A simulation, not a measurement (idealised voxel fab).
process module | voxel local oxidation
cross-section cut | 275 nm wide | cells 5 nm
A cross-section is a grid of square cells, given in bands from the top down. A band is one or more rows of cells.
Each band's line starts with the height of the band's top and of its bottom, in nm. Then come its materials from left to right, each with its width in nm. One material with "throughout" fills the band from edge to edge. "air" is empty space.
Height 0 is the level under which the wafer as received is all one material. The lowest band goes on downwards, as in "0 down".
A width such as "30 to 40" changes by the same amount from each row of cells to the next, from the band's top row to its bottom row.
"no change" after a step means that no cell of the cross-section changed.
closed voids: empty space of 8 cells or more with no open way to the top, each as width x height at its distance from the left edge, in nm
after a step's settings: what the simulator itself notes on the step
overlay nm, on a step with a mask: how far to the right of its planned place the mask lay; to the left if negative
plan
1 op RECEIVE | material Si
2 op OXIDIZE | depth nm 5
3 op CONFORMAL_DEP | material SiN | thk nm 15
4 op PATTERN | tone cover | mask id ACTIVE | material resist | width nm 130 | thk nm 15 | overlay nm 0
5 op DIRECTIONAL_ETCH | etch materials SiN | depth nm 15
6 op STRIP | etch materials resist
7 op SELECTIVE_ETCH | etch materials SiO2 | depth nm 5
8 op OXIDIZE | depth nm 15
9 op STRIP | etch materials SiN
first wafer, as planned
as received, after step 1
  0 down: Si throughout
  closed voids: none
after step 2
  0 to -5: SiO2 throughout
  below -5: unchanged
after step 3
  15 to 0: SiN throughout
  below 0: unchanged
after step 4
  30 to 15: air 70 | resist 130 | air 75
  below 15: unchanged
after step 5
  30 to 15: air 70 | resist 130 | air 75
  15 to 0: air 70 | SiN 130 | air 75
  below 0: unchanged
after step 6
  15 to 0: air 70 | SiN 130 | air 75
  below 0: unchanged
after step 7
  15 to 0: air 70 | SiN 130 | air 75
  0 to -5: air 75 | SiO2 120 | air 80
  below -5: unchanged
after step 8
  15 to 0: air 70 | SiN 130 | air 75
  0 to -5: air 75 | SiO2 120 | air 80
  -5 to -20: SiO2 90 | Si 90 | SiO2 95
  below -20: unchanged
after step 9
  0 to -5: air 75 | SiO2 120 | air 80
  below -5: unchanged
second wafer: like start, like plan, one mistake. Through step 6 it matches the first wafer
when step 7 should have ended
  15 to 0: air 70 | SiN 130 | air 75
  0 to -5: air 85 | SiO2 100 | air 90
  below -5: unchanged
when step 8 should have ended
  15 to 0: air 70 | SiN 130 | air 75
  0 to -5: air 85 | SiO2 100 | air 90
  -5 to -20: SiO2 100 | Si 70 | SiO2 105
  below -20: unchanged
when step 9 should have ended
  0 to -5: air 85 | SiO2 100 | air 90
  below -5: unchanged
what went wrong: step 7 ran as: op SELECTIVE_ETCH | etch materials SiO2 | depth nm 15
at the end the second wafer has, in cells: 12 fewer of Si | 8 more of SiO2
